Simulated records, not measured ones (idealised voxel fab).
The name of this process module is voxel wiring stack.
Cross-section cut spans 260 nm and uses square cells 5 nm in size.
Think of the cross-section as a grid of square cells. We describe it in bands, top to bottom, and each band covers one or more rows of those cells. What a band's entry tells you: where the top is and where the bottom is, as heights in nm, and after that what lies inside, material by material from left to right, each with its width in nm. Empty space is written as the word "empty", and a single material marked with the word "edge to edge" occupies the band from edge to edge. For the purposes of this specification, 0 denotes the height below which the wafer in its as-received condition is composed wholly of one material, and the lowermost band, lacking a lower limit, extends downward without end, as expressed in "top 0, no bottom". Read "30->40" as a graded width: first number on top, second number at the bottom, same change between each pair of neighbouring rows. What does "nothing different" mean for a step? It means no cell of the cross-section changed in that step. The entry titled "Listed closed voids" provides the empty spaces that have no open way to the top, restricted to those of 8 cells or more. Each is presented as width x height at distance, the distance being measured from the left edge, with all three in nm. It should be noted that, on the line of a given step, the content following the step's settings is a remark produced by the simulator itself with respect to that step. Each step line may optionally specify "overlay nm", which for a step with a mask gives the rightward distance between the mask's planned place and where it lay, a negative value indicating the leftward direction.
[Process steps (planned)]
| 1 | RECEIVE, material Si |
| 2 | CONFORMAL_DEP, material SiO2, thk nm 10 |
| 3 | CONFORMAL_DEP, material SiCN, thk nm 5 |
| 4 | DIRECTIONAL_DEP, material lowk, thk nm 20 |
| 5 | PATTERN, tone open, mask id METAL_1, material resist, width nm 30, pitch nm 55, thk nm 15, overlay nm 0 |
| 6 | DIRECTIONAL_ETCH, etch materials lowk, depth nm 20 |
| 7 | DIRECTIONAL_ETCH, etch materials SiCN, depth nm 5 |
| 8 | STRIP, etch materials resist |
| 9 | CONFORMAL_DEP, material TiN, thk nm 5 |
| 10 | FILL_DEP, material W, thk nm 5 |
| 11 | CMP, height nm 35 |
| 12 | CONFORMAL_DEP, material SiCN, thk nm 5 |
| 13 | DIRECTIONAL_DEP, material SiO2, thk nm 30 |
| 14 | PATTERN, tone open, mask id METAL_2, material resist, width nm 30, pitch nm 55, thk nm 15, overlay nm 0 |
| 15 | DIRECTIONAL_ETCH, etch materials SiO2, depth nm 15 |
| 16 | STRIP, etch materials resist |
| 17 | DIRECTIONAL_DEP, material aC, thk nm 15 |
| 18 | PATTERN, tone open, mask id METAL_2_HOLES, material resist, width nm 15, pitch nm 110, thk nm 30, overlay nm 0 |
| 19 | DIRECTIONAL_ETCH, etch materials aC, depth nm 15 |
| 20 | STRIP, etch materials resist |
| 21 | DIRECTIONAL_ETCH, etch materials SiO2, depth nm 15 |
| 22 | DIRECTIONAL_ETCH, etch materials SiCN, depth nm 5 |
| 23 | STRIP, etch materials aC |
| 24 | CONFORMAL_DEP, material TiN, thk nm 5 |
| 25 | FILL_DEP, material Ru, thk nm 5 |
| 26 | CMP, height nm 70 |
| 27 | CONFORMAL_DEP, material SiCN, thk nm 5 |
[First wafer, two in total, run as planned]
[Wafer as received: cross-section following step 1]
top 0, no bottom = Si edge to edge
Listed closed voids: none
[Take a look at the wafer's cross-section after step 2]
top 10, bottom 0 = SiO2 edge to edge
below 0: unchanged
[Take a look at the wafer's cross-section after step 3]
top 15, bottom 10 = SiCN edge to edge
below 10: unchanged
[Take a look at the wafer's cross-section after step 4]
top 35, bottom 15 = lowk edge to edge
below 15: unchanged
[Take a look at the wafer's cross-section after step 5]
top 50, bottom 35 = resist: 60 / empty: 30 / resist: 25 / empty: 30 / resist: 25 / empty: 30 / resist: 60
below 35: unchanged
[Take a look at the wafer's cross-section after step 6]
top 50, bottom 35 = resist: 60 / empty: 30 / resist: 25 / empty: 30 / resist: 25 / empty: 30 / resist: 60
top 35, bottom 15 = lowk: 60 / empty: 30 / lowk: 25 / empty: 30 / lowk: 25 / empty: 30 / lowk: 60
below 15: unchanged
[Take a look at the wafer's cross-section after step 7]
top 50, bottom 35 = resist: 60 / empty: 30 / resist: 25 / empty: 30 / resist: 25 / empty: 30 / resist: 60
top 35, bottom 15 = lowk: 60 / empty: 30 / lowk: 25 / empty: 30 / lowk: 25 / empty: 30 / lowk: 60
top 15, bottom 10 = SiCN: 60 / empty: 30 / SiCN: 25 / empty: 30 / SiCN: 25 / empty: 30 / SiCN: 60
below 10: unchanged
[Take a look at the wafer's cross-section after step 8]
top 35, bottom 15 = lowk: 60 / empty: 30 / lowk: 25 / empty: 30 / lowk: 25 / empty: 30 / lowk: 60
below 15: unchanged
[Take a look at the wafer's cross-section after step 9]
top 40, bottom 35 = TiN: 65 / empty: 20 / TiN: 35 / empty: 20 / TiN: 35 / empty: 20 / TiN: 65
top 35, bottom 15 = lowk: 60 / TiN: 5 / empty: 20 / TiN: 5 / lowk: 25 / TiN: 5 / empty: 20 / TiN: 5 / lowk: 25 / TiN: 5 / empty: 20 / TiN: 5 / lowk: 60
top 15, bottom 10 = SiCN: 60 / TiN: 30 / SiCN: 25 / TiN: 30 / SiCN: 25 / TiN: 30 / SiCN: 60
below 10: unchanged
[Take a look at the wafer's cross-section after step 10]
top 45, bottom 40 = W edge to edge
top 40, bottom 35 = TiN: 65 / W: 20 / TiN: 35 / W: 20 / TiN: 35 / W: 20 / TiN: 65
top 35, bottom 15 = lowk: 60 / TiN: 5 / W: 20 / TiN: 5 / lowk: 25 / TiN: 5 / W: 20 / TiN: 5 / lowk: 25 / TiN: 5 / W: 20 / TiN: 5 / lowk: 60
below 15: unchanged
[Take a look at the wafer's cross-section after step 11]
top 35, bottom 15 = lowk: 60 / TiN: 5 / W: 20 / TiN: 5 / lowk: 25 / TiN: 5 / W: 20 / TiN: 5 / lowk: 25 / TiN: 5 / W: 20 / TiN: 5 / lowk: 60
below 15: unchanged
[Take a look at the wafer's cross-section after step 12]
top 40, bottom 35 = SiCN edge to edge
below 35: unchanged
[Take a look at the wafer's cross-section after step 13]
top 70, bottom 40 = SiO2 edge to edge
below 40: unchanged
[Take a look at the wafer's cross-section after step 14]
top 85, bottom 70 = resist: 60 / empty: 30 / resist: 25 / empty: 30 / resist: 25 / empty: 30 / resist: 60
below 70: unchanged
[Take a look at the wafer's cross-section after step 15]
top 85, bottom 70 = resist: 60 / empty: 30 / resist: 25 / empty: 30 / resist: 25 / empty: 30 / resist: 60
top 70, bottom 55 = SiO2: 60 / empty: 30 / SiO2: 25 / empty: 30 / SiO2: 25 / empty: 30 / SiO2: 60
below 55: unchanged
[Take a look at the wafer's cross-section after step 16]
top 70, bottom 55 = SiO2: 60 / empty: 30 / SiO2: 25 / empty: 30 / SiO2: 25 / empty: 30 / SiO2: 60
below 55: unchanged
[Take a look at the wafer's cross-section after step 17]
top 85, bottom 70 = aC: 60 / empty: 30 / aC: 25 / empty: 30 / aC: 25 / empty: 30 / aC: 60
top 70, bottom 55 = SiO2: 60 / aC: 30 / SiO2: 25 / aC: 30 / SiO2: 25 / aC: 30 / SiO2: 60
below 55: unchanged
[Take a look at the wafer's cross-section after step 18]
top 115, bottom 85 = resist: 60 / empty: 15 / resist: 95 / empty: 15 / resist: 75
top 85, bottom 70 = aC: 60 / empty: 15 / resist: 15 / aC: 25 / resist: 30 / aC: 25 / empty: 15 / resist: 15 / aC: 60
below 70: unchanged
[Take a look at the wafer's cross-section after step 19]
top 100, bottom 85 = resist: 60 / empty: 15 / resist: 95 / empty: 15 / resist: 75
top 85, bottom 70 = aC: 60 / empty: 15 / resist: 15 / aC: 25 / resist: 30 / aC: 25 / empty: 15 / resist: 15 / aC: 60
top 70, bottom 55 = SiO2: 60 / empty: 15 / aC: 15 / SiO2: 25 / aC: 30 / SiO2: 25 / empty: 15 / aC: 15 / SiO2: 60
below 55: unchanged
[Take a look at the wafer's cross-section after step 20]
top 85, bottom 70 = aC: 60 / empty: 30 / aC: 25 / empty: 30 / aC: 25 / empty: 30 / aC: 60
below 70: unchanged
[Take a look at the wafer's cross-section after step 21]
top 85, bottom 70 = aC: 60 / empty: 30 / aC: 25 / empty: 30 / aC: 25 / empty: 30 / aC: 60
top 70, bottom 55 = SiO2: 60 / empty: 15 / aC: 15 / SiO2: 25 / aC: 30 / SiO2: 25 / empty: 15 / aC: 15 / SiO2: 60
top 55, bottom 40 = SiO2: 60 / empty: 15 / SiO2: 95 / empty: 15 / SiO2: 75
below 40: unchanged
[Take a look at the wafer's cross-section after step 22]
top 85, bottom 70 = aC: 60 / empty: 30 / aC: 25 / empty: 30 / aC: 25 / empty: 30 / aC: 60
top 70, bottom 55 = SiO2: 60 / empty: 15 / aC: 15 / SiO2: 25 / aC: 30 / SiO2: 25 / empty: 15 / aC: 15 / SiO2: 60
top 55, bottom 40 = SiO2: 60 / empty: 15 / SiO2: 95 / empty: 15 / SiO2: 75
top 40, bottom 35 = SiCN: 60 / empty: 15 / SiCN: 95 / empty: 15 / SiCN: 75
below 35: unchanged
[Take a look at the wafer's cross-section after step 23]
top 70, bottom 55 = SiO2: 60 / empty: 30 / SiO2: 25 / empty: 30 / SiO2: 25 / empty: 30 / SiO2: 60
below 55: unchanged
[Take a look at the wafer's cross-section after step 24]
top 75, bottom 70 = TiN: 65 / empty: 20 / TiN: 35 / empty: 20 / TiN: 35 / empty: 20 / TiN: 65
top 70, bottom 60 = SiO2: 60 / TiN: 5 / empty: 20 / TiN: 5 / SiO2: 25 / TiN: 5 / empty: 20 / TiN: 5 / SiO2: 25 / TiN: 5 / empty: 20 / TiN: 5 / SiO2: 60
top 60, bottom 55 = SiO2: 60 / TiN: 5 / empty: 5 / TiN: 20 / SiO2: 25 / TiN: 30 / SiO2: 25 / TiN: 5 / empty: 5 / TiN: 20 / SiO2: 60
top 55, bottom 40 = SiO2: 60 / TiN: 5 / empty: 5 / TiN: 5 / SiO2: 95 / TiN: 5 / empty: 5 / TiN: 5 / SiO2: 75
top 40, bottom 35 = SiCN: 60 / TiN: 15 / SiCN: 95 / TiN: 15 / SiCN: 75
below 35: unchanged
[Take a look at the wafer's cross-section after step 25]
top 80, bottom 75 = Ru edge to edge
top 75, bottom 70 = TiN: 65 / Ru: 20 / TiN: 35 / Ru: 20 / TiN: 35 / Ru: 20 / TiN: 65
top 70, bottom 60 = SiO2: 60 / TiN: 5 / Ru: 20 / TiN: 5 / SiO2: 25 / TiN: 5 / Ru: 20 / TiN: 5 / SiO2: 25 / TiN: 5 / Ru: 20 / TiN: 5 / SiO2: 60
top 60, bottom 55 = SiO2: 60 / TiN: 5 / Ru: 5 / TiN: 20 / SiO2: 25 / TiN: 30 / SiO2: 25 / TiN: 5 / Ru: 5 / TiN: 20 / SiO2: 60
top 55, bottom 40 = SiO2: 60 / TiN: 5 / Ru: 5 / TiN: 5 / SiO2: 95 / TiN: 5 / Ru: 5 / TiN: 5 / SiO2: 75
below 40: unchanged
[Take a look at the wafer's cross-section after step 26]
top 70, bottom 60 = SiO2: 60 / TiN: 5 / Ru: 20 / TiN: 5 / SiO2: 25 / TiN: 5 / Ru: 20 / TiN: 5 / SiO2: 25 / TiN: 5 / Ru: 20 / TiN: 5 / SiO2: 60
below 60: unchanged
[Take a look at the wafer's cross-section after step 27]
top 75, bottom 70 = SiCN edge to edge
below 70: unchanged
[The second wafer: identical to the first at the outset and in its planned sequence, differing only in that one mistake was made during processing; up to and including step 2, its path is the first wafer's path]
[X-section, second wafer, when step 3 was due to finish]
top 30, bottom 10 = lowk edge to edge
below 10: unchanged
[X-section, second wafer, when step 4 was due to finish]
top 35, bottom 30 = SiCN edge to edge
below 30: unchanged
[X-section, second wafer, when step 5 was due to finish]
top 50, bottom 35 = resist: 60 / empty: 30 / resist: 25 / empty: 30 / resist: 25 / empty: 30 / resist: 60
below 35: unchanged
X-section, second wafer, when step 6 was due to finish: nothing different
[X-section, second wafer, when step 7 was due to finish]
top 50, bottom 35 = resist: 60 / empty: 30 / resist: 25 / empty: 30 / resist: 25 / empty: 30 / resist: 60
top 35, bottom 30 = SiCN: 60 / empty: 30 / SiCN: 25 / empty: 30 / SiCN: 25 / empty: 30 / SiCN: 60
below 30: unchanged
[X-section, second wafer, when step 8 was due to finish]
top 35, bottom 30 = SiCN: 60 / empty: 30 / SiCN: 25 / empty: 30 / SiCN: 25 / empty: 30 / SiCN: 60
below 30: unchanged
[X-section, second wafer, when step 9 was due to finish]
top 40, bottom 35 = TiN: 65 / empty: 20 / TiN: 35 / empty: 20 / TiN: 35 / empty: 20 / TiN: 65
top 35, bottom 30 = SiCN: 60 / TiN: 30 / SiCN: 25 / TiN: 30 / SiCN: 25 / TiN: 30 / SiCN: 60
below 30: unchanged
[X-section, second wafer, when step 10 was due to finish]
top 45, bottom 40 = W edge to edge
top 40, bottom 35 = TiN: 65 / W: 20 / TiN: 35 / W: 20 / TiN: 35 / W: 20 / TiN: 65
below 35: unchanged
[X-section, second wafer, when step 11 was due to finish]
top 35, bottom 30 = SiCN: 60 / TiN: 30 / SiCN: 25 / TiN: 30 / SiCN: 25 / TiN: 30 / SiCN: 60
below 30: unchanged
[X-section, second wafer, when step 12 was due to finish]
top 40, bottom 35 = SiCN edge to edge
below 35: unchanged
[X-section, second wafer, when step 13 was due to finish]
top 70, bottom 40 = SiO2 edge to edge
below 40: unchanged
[X-section, second wafer, when step 14 was due to finish]
top 85, bottom 70 = resist: 60 / empty: 30 / resist: 25 / empty: 30 / resist: 25 / empty: 30 / resist: 60
below 70: unchanged
[X-section, second wafer, when step 15 was due to finish]
top 85, bottom 70 = resist: 60 / empty: 30 / resist: 25 / empty: 30 / resist: 25 / empty: 30 / resist: 60
top 70, bottom 55 = SiO2: 60 / empty: 30 / SiO2: 25 / empty: 30 / SiO2: 25 / empty: 30 / SiO2: 60
below 55: unchanged
[X-section, second wafer, when step 16 was due to finish]
top 70, bottom 55 = SiO2: 60 / empty: 30 / SiO2: 25 / empty: 30 / SiO2: 25 / empty: 30 / SiO2: 60
below 55: unchanged
[X-section, second wafer, when step 17 was due to finish]
top 85, bottom 70 = aC: 60 / empty: 30 / aC: 25 / empty: 30 / aC: 25 / empty: 30 / aC: 60
top 70, bottom 55 = SiO2: 60 / aC: 30 / SiO2: 25 / aC: 30 / SiO2: 25 / aC: 30 / SiO2: 60
below 55: unchanged
[X-section, second wafer, when step 18 was due to finish]
top 115, bottom 85 = resist: 60 / empty: 15 / resist: 95 / empty: 15 / resist: 75
top 85, bottom 70 = aC: 60 / empty: 15 / resist: 15 / aC: 25 / resist: 30 / aC: 25 / empty: 15 / resist: 15 / aC: 60
below 70: unchanged
[X-section, second wafer, when step 19 was due to finish]
top 100, bottom 85 = resist: 60 / empty: 15 / resist: 95 / empty: 15 / resist: 75
top 85, bottom 70 = aC: 60 / empty: 15 / resist: 15 / aC: 25 / resist: 30 / aC: 25 / empty: 15 / resist: 15 / aC: 60
top 70, bottom 55 = SiO2: 60 / empty: 15 / aC: 15 / SiO2: 25 / aC: 30 / SiO2: 25 / empty: 15 / aC: 15 / SiO2: 60
below 55: unchanged
[X-section, second wafer, when step 20 was due to finish]
top 85, bottom 70 = aC: 60 / empty: 30 / aC: 25 / empty: 30 / aC: 25 / empty: 30 / aC: 60
below 70: unchanged
[X-section, second wafer, when step 21 was due to finish]
top 85, bottom 70 = aC: 60 / empty: 30 / aC: 25 / empty: 30 / aC: 25 / empty: 30 / aC: 60
top 70, bottom 55 = SiO2: 60 / empty: 15 / aC: 15 / SiO2: 25 / aC: 30 / SiO2: 25 / empty: 15 / aC: 15 / SiO2: 60
top 55, bottom 40 = SiO2: 60 / empty: 15 / SiO2: 95 / empty: 15 / SiO2: 75
below 40: unchanged
[X-section, second wafer, when step 22 was due to finish]
top 85, bottom 70 = aC: 60 / empty: 30 / aC: 25 / empty: 30 / aC: 25 / empty: 30 / aC: 60
top 70, bottom 55 = SiO2: 60 / empty: 15 / aC: 15 / SiO2: 25 / aC: 30 / SiO2: 25 / empty: 15 / aC: 15 / SiO2: 60
top 55, bottom 40 = SiO2: 60 / empty: 15 / SiO2: 95 / empty: 15 / SiO2: 75
top 40, bottom 35 = SiCN: 60 / empty: 15 / SiCN: 95 / empty: 15 / SiCN: 75
below 35: unchanged
[X-section, second wafer, when step 23 was due to finish]
top 70, bottom 55 = SiO2: 60 / empty: 30 / SiO2: 25 / empty: 30 / SiO2: 25 / empty: 30 / SiO2: 60
below 55: unchanged
[X-section, second wafer, when step 24 was due to finish]
top 75, bottom 70 = TiN: 65 / empty: 20 / TiN: 35 / empty: 20 / TiN: 35 / empty: 20 / TiN: 65
top 70, bottom 60 = SiO2: 60 / TiN: 5 / empty: 20 / TiN: 5 / SiO2: 25 / TiN: 5 / empty: 20 / TiN: 5 / SiO2: 25 / TiN: 5 / empty: 20 / TiN: 5 / SiO2: 60
top 60, bottom 55 = SiO2: 60 / TiN: 5 / empty: 5 / TiN: 20 / SiO2: 25 / TiN: 30 / SiO2: 25 / TiN: 5 / empty: 5 / TiN: 20 / SiO2: 60
top 55, bottom 40 = SiO2: 60 / TiN: 5 / empty: 5 / TiN: 5 / SiO2: 95 / TiN: 5 / empty: 5 / TiN: 5 / SiO2: 75
top 40, bottom 35 = SiCN: 60 / TiN: 15 / SiCN: 95 / TiN: 15 / SiCN: 75
below 35: unchanged
[X-section, second wafer, when step 25 was due to finish]
top 80, bottom 75 = Ru edge to edge
top 75, bottom 70 = TiN: 65 / Ru: 20 / TiN: 35 / Ru: 20 / TiN: 35 / Ru: 20 / TiN: 65
top 70, bottom 60 = SiO2: 60 / TiN: 5 / Ru: 20 / TiN: 5 / SiO2: 25 / TiN: 5 / Ru: 20 / TiN: 5 / SiO2: 25 / TiN: 5 / Ru: 20 / TiN: 5 / SiO2: 60
top 60, bottom 55 = SiO2: 60 / TiN: 5 / Ru: 5 / TiN: 20 / SiO2: 25 / TiN: 30 / SiO2: 25 / TiN: 5 / Ru: 5 / TiN: 20 / SiO2: 60
top 55, bottom 40 = SiO2: 60 / TiN: 5 / Ru: 5 / TiN: 5 / SiO2: 95 / TiN: 5 / Ru: 5 / TiN: 5 / SiO2: 75
below 40: unchanged
[X-section, second wafer, when step 26 was due to finish]
top 70, bottom 60 = SiO2: 60 / TiN: 5 / Ru: 20 / TiN: 5 / SiO2: 25 / TiN: 5 / Ru: 20 / TiN: 5 / SiO2: 25 / TiN: 5 / Ru: 20 / TiN: 5 / SiO2: 60
below 60: unchanged
[X-section, second wafer, when step 27 was due to finish]
top 75, bottom 70 = SiCN edge to edge
below 70: unchanged
What went wrong in running the wafer? swap of plan steps 3 and 4 during execution
Counted in cells at the end, the second wafer holds more or fewer of these materials than the first: TiN -24 | W -48 | lowk +72
